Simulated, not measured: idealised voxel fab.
The following process module bears the name voxel released beams.
Section shown: cut. Width: 260 nm. Cell size: 5 nm, square.
If you're reading a cross-section in this doc, picture square cells in a grid; it comes to you as bands, top ones listed first down to the bottom, and a band can be one or more rows of cells. Each band's line starts with the height of the band's top and of its bottom, in nm. Then come its materials from left to right, each with its width in nm. One material with "all across" fills the band from edge to edge. "air" is empty space. Basically, 0 is our baseline, since under it the wafer straight out of the box is all one material. The bottom band has no lower end and keeps on going down, so it looks like "0 and below". It should be noted that a width expressed as "30..40" varies in equal increments from row to row of cells within the band, taking the value of the first number at the top row and that of the second number at the bottom row. Step note "everything unchanged" = no cross-section cell changed. "Tabulated closed voids" means: voids of 8 cells or more that are shut off from the top with no open way through. Written width x height at distance, distance from the left edge, in nm. If you see something after the settings on a step's line, that's the simulator's own remark about that step. The "overlay nm" setting may appear on a step's line; for a step that uses a mask, it gives how far to the right of its planned position the mask lay, and a negative value indicates the left.
[Set out below are the planned steps of the process]
1,RECEIVE | material Si
2,CONFORMAL_DEP | material Al2O3 | thk nm 10
3,DIRECTIONAL_DEP | material SiO2 | thk nm 20
4,MASKED_ETCH | tone open | mask id ANCHOR | width nm 45 | etch materials SiO2 | depth nm 20 | overlay nm 0
5,CONFORMAL_DEP | material W | thk nm 15
6,MASKED_ETCH | tone cover | mask id BEAM | width nm 95 | etch materials W | depth nm 15 | overlay nm 0
7,STRIP | etch materials SiO2
[Wafer, first of two, run as planned]
[Cross-sectional view of the wafer in its as-received condition, corresponding to the state after step 1]
- 0 and below = Si all across
- Tabulated closed voids: none
[The wafer, seen in cross-section, after step 2]
- 10 down to 0 = Al2O3 all across
- Rest of section, below 0: as before.
[The wafer, seen in cross-section, after step 3]
- 30 down to 10 = SiO2 all across
- Rest of section, below 10: as before.
[The wafer, seen in cross-section, after step 4]
- 30 down to 10 = SiO2 (85), air (45), SiO2 (130)
- Rest of section, below 10: as before.
[The wafer, seen in cross-section, after step 5]
- 45 down to 30 = W (100), air (15), W (145)
- 30 down to 25 = SiO2 (85), W (15), air (15), W (15), SiO2 (130)
- 25 down to 10 = SiO2 (85), W (45), SiO2 (130)
- Rest of section, below 10: as before.
[The wafer, seen in cross-section, after step 6]
- 45 down to 30 = air (80), W (20), air (15), W (60), air (85)
- Rest of section, below 30: as before.
[The wafer, seen in cross-section, after step 7]
- 45 down to 30 = air (80), W (20), air (15), W (60), air (85)
- 30 down to 25 = air (85), W (15), air (15), W (15), air (130)
- 25 down to 10 = air (85), W (45), air (130)
- Rest of section, below 10: as before.
[The remaining wafer, second of the two, started like the first and was run to the same plan, except that one mistake was made along the way; the two coincide through step 4, inclusive]
[Second wafer profile in section, at the moment step 5 of the plan was meant to be complete]
- 55 down to 30 = W all across
- 30 down to 10 = SiO2 (85), W (45), SiO2 (130)
- Rest of section, below 10: as before.
[Second wafer profile in section, at the moment step 6 of the plan was meant to be complete]
- 55 down to 40 = air (80), W (95), air (85)
- Rest of section, below 40: as before.
Second wafer profile in section, at the moment step 7 of the plan was meant to be complete: everything unchanged
Where did the run depart from the plan? step 5 ran differently from the plan; actual operation with settings: CONFORMAL_DEP | material W | thk nm 25
Upon completion, the second wafer contains, in terms of cells, a greater or smaller amount of certain materials than the first wafer: 172 more of SiO2 | 116 more of W
